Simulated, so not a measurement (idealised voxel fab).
The process module that follows is named voxel wiring stack.
Square cells of 5 nm make up the cross-section cut, whose width is 300 nm.
In what follows, cross-sections appear as grids of square cells, described through bands that run from the top down, where every band is one or more rows of cells.
It is stipulated that each band's entry specify, in nanometres, the height of the top of the band and then that of its bottom, followed by the materials of the band in left-to-right sequence, each together with its width in nanometres. A single material marked by the word "edge to edge" is understood to fill the band from edge to edge; the word "air" is understood to denote empty space.
Heights are expressed relative to 0, this being the level below which the as-received wafer comprises one material exclusively. The lowest band is unbounded in the downward direction and is denoted as in "from 0 down".
Width spec "30->40" -> top row of cells at first value, bottom row at second value, equal per-row change in between.
Step note "remained unchanged" = no cross-section cell changed.
Empty spaces without an open route to the top, at least 8 cells in extent, make up the entry "Closed internal voids"; each is given as width x height at distance, where the distance is measured from the left edge, and all are in nm.
Whatever follows a step's settings on its line is a remark the simulator itself makes about that step.
Regarding "overlay nm": on a step with a mask, it is the distance the mask lay to the right of its planned place; a negative value places it to the left.
### This section lists the process steps that were planned
1) RECEIVE | material Si
2) CONFORMAL_DEP | material SiO2 | thk nm 5
3) DIRECTIONAL_DEP | material TiN | thk nm 5
4) DIRECTIONAL_DEP | material Ru | thk nm 25
5) PATTERN | tone cover | mask id METAL_1 | material resist | width nm 30 | pitch nm 45 | thk nm 20 | overlay nm 0
6) DIRECTIONAL_ETCH | etch materials Ru | depth nm 25
7) DIRECTIONAL_ETCH | etch materials TiN | depth nm 5
8) STRIP | etch materials resist
9) CONFORMAL_DEP | material SiN | thk nm 5
10) FILL_DEP | material lowk | thk nm 10
11) CMP | height nm 45
12) CONFORMAL_DEP | material SiCN | thk nm 5
13) DIRECTIONAL_DEP | material lowk | thk nm 30
14) MASKED_ETCH | tone open | mask id METAL_2_HOLES | width nm 15 | pitch nm 45 | etch materials lowk | depth nm 30 | overlay nm 0
15) MASKED_ETCH | tone open | mask id METAL_2 | width nm 30 | pitch nm 45 | etch materials lowk | depth nm 15 | overlay nm 0
16) MASKED_ETCH | tone open | mask id METAL_2 | width nm 30 | pitch nm 45 | etch materials SiCN | depth nm 5 | overlay nm 0
17) CONFORMAL_DEP | material TiN | thk nm 5
18) FILL_DEP | material Cu | thk nm 10
19) CMP | height nm 80
20) CONFORMAL_DEP | material SiCN | thk nm 5
21) DIRECTIONAL_DEP | material SiO2 | thk nm 30
22) PATTERN | tone open | mask id METAL_3 | material resist | width nm 30 | pitch nm 45 | thk nm 20 | overlay nm 0
23) DIRECTIONAL_ETCH | etch materials SiO2 | depth nm 15
24) STRIP | etch materials resist
25) MASKED_ETCH | tone open | mask id METAL_3_HOLES | width nm 15 | pitch nm 45 | etch materials SiO2 | depth nm 15 | overlay nm 0
26) MASKED_ETCH | tone open | mask id METAL_3_HOLES | width nm 15 | pitch nm 45 | etch materials SiCN | depth nm 5 | overlay nm 0
27) CONFORMAL_DEP | material TiN | thk nm 5
28) FILL_DEP | material Cu | thk nm 10
29) CMP | height nm 115
30) CONFORMAL_DEP | material SiN | thk nm 5
Heads up: all these wafers start the same, and what changes between them is the thk nm in step 2. The value you see in the plan is just what the first wafer got.
### Cross-section, first of several wafers, as delivered after step 1
  from 0 down = Si edge to edge
  Closed internal voids: none
### Cross-sectional representation of the first of several wafers at the end of the module, i.e. after its terminal step, step 30
  from 120 to 115 = SiN edge to edge
  from 115 to 105 = SiO2: 65 / TiN: 5 / Cu: 20 / TiN: 5 / SiO2: 15 / TiN: 5 / Cu: 20 / TiN: 5 / SiO2: 15 / TiN: 5 / Cu: 20 / TiN: 5 / SiO2: 15 / TiN: 5 / Cu: 20 / TiN: 5 / SiO2: 70
  from 105 to 100 = SiO2: 65 / TiN: 5 / Cu: 5 / TiN: 20 / SiO2: 15 / TiN: 5 / Cu: 5 / TiN: 20 / SiO2: 15 / TiN: 5 / Cu: 5 / TiN: 20 / SiO2: 15 / TiN: 5 / Cu: 5 / TiN: 20 / SiO2: 70
  from 100 to 85 = SiO2: 65 / TiN: 5 / Cu: 5 / TiN: 5 / SiO2: 30 / TiN: 5 / Cu: 5 / TiN: 5 / SiO2: 30 / TiN: 5 / Cu: 5 / TiN: 5 / SiO2: 30 / TiN: 5 / Cu: 5 / TiN: 5 / SiO2: 85
  from 85 to 80 = SiCN: 65 / TiN: 15 / SiCN: 30 / TiN: 15 / SiCN: 30 / TiN: 15 / SiCN: 30 / TiN: 15 / SiCN: 85
  from 80 to 70 = lowk: 65 / TiN: 5 / Cu: 20 / TiN: 5 / lowk: 15 / TiN: 5 / Cu: 20 / TiN: 5 / lowk: 15 / TiN: 5 / Cu: 20 / TiN: 5 / lowk: 15 / TiN: 5 / Cu: 20 / TiN: 5 / lowk: 70
  from 70 to 65 = lowk: 65 / TiN: 5 / Cu: 5 / TiN: 20 / lowk: 15 / TiN: 5 / Cu: 5 / TiN: 20 / lowk: 15 / TiN: 5 / Cu: 5 / TiN: 20 / lowk: 15 / TiN: 5 / Cu: 5 / TiN: 20 / lowk: 70
  from 65 to 50 = lowk: 65 / TiN: 5 / Cu: 5 / TiN: 5 / lowk: 30 / TiN: 5 / Cu: 5 / TiN: 5 / lowk: 30 / TiN: 5 / Cu: 5 / TiN: 5 / lowk: 30 / TiN: 5 / Cu: 5 / TiN: 5 / lowk: 85
  from 50 to 45 = SiCN: 65 / TiN: 15 / SiCN: 30 / TiN: 15 / SiCN: 30 / TiN: 15 / SiCN: 30 / TiN: 15 / SiCN: 85
  from 45 to 40 = lowk edge to edge
  from 40 to 35 = lowk: 60 / SiN: 40 / lowk: 5 / SiN: 40 / lowk: 5 / SiN: 40 / lowk: 5 / SiN: 40 / lowk: 65
  from 35 to 10 = lowk: 60 / SiN: 5 / Ru: 30 / SiN: 5 / lowk: 5 / SiN: 5 / Ru: 30 / SiN: 5 / lowk: 5 / SiN: 5 / Ru: 30 / SiN: 5 / lowk: 5 / SiN: 5 / Ru: 30 / SiN: 5 / lowk: 65
  from 10 to 5 = SiN: 65 / TiN: 30 / SiN: 15 / TiN: 30 / SiN: 15 / TiN: 30 / SiN: 15 / TiN: 30 / SiN: 70
  from 5 to 0 = SiO2 edge to edge
  from 0 down = Si edge to edge
  Closed internal voids: none
### Wafer cross-section (last wafer, module end)
  from 120 to 115 = SiN edge to edge
  from 115 to 105 = SiO2: 65 / TiN: 5 / Cu: 20 / TiN: 5 / SiO2: 15 / TiN: 5 / Cu: 20 / TiN: 5 / SiO2: 15 / TiN: 5 / Cu: 20 / TiN: 5 / SiO2: 15 / TiN: 5 / Cu: 20 / TiN: 5 / SiO2: 70
  from 105 to 100 = SiO2: 65 / TiN: 5 / Cu: 5 / TiN: 20 / SiO2: 15 / TiN: 5 / Cu: 5 / TiN: 20 / SiO2: 15 / TiN: 5 / Cu: 5 / TiN: 20 / SiO2: 15 / TiN: 5 / Cu: 5 / TiN: 20 / SiO2: 70
  from 100 to 85 = SiO2: 65 / TiN: 5 / Cu: 5 / TiN: 5 / SiO2: 30 / TiN: 5 / Cu: 5 / TiN: 5 / SiO2: 30 / TiN: 5 / Cu: 5 / TiN: 5 / SiO2: 30 / TiN: 5 / Cu: 5 / TiN: 5 / SiO2: 85
  from 85 to 80 = SiCN: 65 / TiN: 15 / SiCN: 30 / TiN: 15 / SiCN: 30 / TiN: 15 / SiCN: 30 / TiN: 15 / SiCN: 85
  from 80 to 70 = lowk: 65 / TiN: 5 / Cu: 20 / TiN: 5 / lowk: 15 / TiN: 5 / Cu: 20 / TiN: 5 / lowk: 15 / TiN: 5 / Cu: 20 / TiN: 5 / lowk: 15 / TiN: 5 / Cu: 20 / TiN: 5 / lowk: 70
  from 70 to 65 = lowk: 65 / TiN: 5 / Cu: 5 / TiN: 20 / lowk: 15 / TiN: 5 / Cu: 5 / TiN: 20 / lowk: 15 / TiN: 5 / Cu: 5 / TiN: 20 / lowk: 15 / TiN: 5 / Cu: 5 / TiN: 20 / lowk: 70
  from 65 to 50 = lowk: 65 / TiN: 5 / Cu: 5 / TiN: 5 / lowk: 30 / TiN: 5 / Cu: 5 / TiN: 5 / lowk: 30 / TiN: 5 / Cu: 5 / TiN: 5 / lowk: 30 / TiN: 5 / Cu: 5 / TiN: 5 / lowk: 85
  from 50 to 45 = SiCN: 65 / TiN: 15 / SiCN: 30 / TiN: 15 / SiCN: 30 / TiN: 15 / SiCN: 30 / TiN: 15 / SiCN: 85
  from 45 to 35 = lowk: 60 / SiN: 5 / Ru: 30 / SiN: 5 / lowk: 5 / SiN: 5 / Ru: 30 / SiN: 5 / lowk: 5 / SiN: 5 / Ru: 30 / SiN: 5 / lowk: 5 / SiN: 5 / Ru: 30 / SiN: 5 / lowk: 65
  from 35 to 30 = SiN: 65 / TiN: 30 / SiN: 15 / TiN: 30 / SiN: 15 / TiN: 30 / SiN: 15 / TiN: 30 / SiN: 70
  from 30 to 0 = SiO2 edge to edge
  from 0 down = Si edge to edge
  Closed internal voids: none
### Rows = wafers. At module end, each row lists per material the cells gained (+) or lost (-) since the wafer was received, then the closed voids
thk nm 5; +96 Cu; +120 Ru; +96 SiCN; +168 SiN; +312 SiO2; +168 TiN; +480 lowk; Closed internal voids: none
thk nm 10; +96 Cu; +120 Ru; +96 SiCN; +168 SiN; +372 SiO2; +168 TiN; +420 lowk; Closed internal voids: none
thk nm 15; +96 Cu; +120 Ru; +96 SiCN; +136 SiN; +432 SiO2; +168 TiN; +392 lowk; Closed internal voids: none
thk nm 20; +96 Cu; +96 Ru; +96 SiCN; +128 SiN; +492 SiO2; +168 TiN; +364 lowk; Closed internal voids: none
thk nm 25; +96 Cu; +72 Ru; +96 SiCN; +120 SiN; +552 SiO2; +168 TiN; +336 lowk; Closed internal voids: none
thk nm 30; +96 Cu; +48 Ru; +96 SiCN; +112 SiN; +612 SiO2; +168 TiN; +308 lowk; Closed internal voids: none
